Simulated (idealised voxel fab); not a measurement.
You're looking at the process module voxel double patterning.
We display cut, a cross-section 250 nm in width whose square cells are each 5 nm.
Each cross-section below is a grid of square cells, stated as bands in top-down order, with one or more rows of cells making up each band. Each band's line starts with the height of the band's top and of its bottom, in nm. Then come its materials from left to right, each with its width in nm. One material with "all across" fills the band from edge to edge. "empty" is empty space. Below 0: as-received wafer, all one material; heights counted from there. Lowest band: no bottom, goes on down, written "0..down". With a width like "30->40", each row of cells in the band differs from the next by the same amount, the top row carrying the first number and the bottom row the second. Take "no alteration" at face value: in the step it is given for, the cross-section changed in none of its cells. So "Enclosed cavities" is basically the list of trapped voids: any empty space of 8 cells or more that can't reach the top through an opening. They're written width x height at distance, the distance being from the left edge, and it's all nm. Heads up: the bit after the settings on a step's line is the simulator's remark on that step. When a step includes a mask, the "overlay nm" setting on its line states how far to the right of its planned place that mask lay, and negative values state how far to the left.
[Below is the list of planned process steps]
- 1: RECEIVE | material Si
- 2: CONFORMAL_DEP | material SiN | thk nm 10
- 3: DIRECTIONAL_DEP | material SiO2 | thk nm 20
- 4: DIRECTIONAL_DEP | material SiCN | thk nm 10
- 5: MASKED_ETCH | tone open | mask id FIRST | width nm 15 | pitch nm 50 | etch materials SiCN | depth nm 10 | overlay nm 0
- 6: DIRECTIONAL_DEP | material aC | thk nm 10
- 7: PATTERN | tone open | mask id SECOND | material resist | width nm 15 | pitch nm 50 | thk nm 30 | overlay nm 0
- 8: DIRECTIONAL_ETCH | etch materials aC | depth nm 10
- 9: STRIP | etch materials resist
- 10: DIRECTIONAL_ETCH | etch materials SiCN | depth nm 10
- 11: STRIP | etch materials aC
- 12: DIRECTIONAL_ETCH | etch materials SiO2 | depth nm 20
- 13: STRIP | etch materials SiCN
Split variable: width nm, step 7. Plan value = first wafer. Wafers start alike.
[Received wafers, first of several: cross-section after step 1]
    0..down: Si all across
    Enclosed cavities: none
[Quick look at the cross-section of the first of several wafers after step 13, which wraps up the module]
    30..10: 65 SiO2  15 empty  10 SiO2  15 empty  10 SiO2  15 empty  10 SiO2  15 empty  10 SiO2  15 empty  70 SiO2
    10..0: SiN all across
    0..down: Si all across
    Enclosed cavities: none
[Wafer cross-section (last wafer, module end)]
    30..10: 65 SiO2  15 empty  5 SiO2  45 empty  5 SiO2  45 empty  70 SiO2
    10..0: SiN all across
    0..down: Si all across
    Enclosed cavities: none
[Where each wafer stands at the end of the module, a row apiece: cells of each material gained (+) or lost (-) since it was received, then closed voids]
width nm 15; +100 SiN; +140 SiO2; Enclosed cavities: none
width nm 20; +100 SiN; +132 SiO2; Enclosed cavities: none
width nm 25; +100 SiN; +124 SiO2; Enclosed cavities: none
width nm 30; +100 SiN; +116 SiO2; Enclosed cavities: none
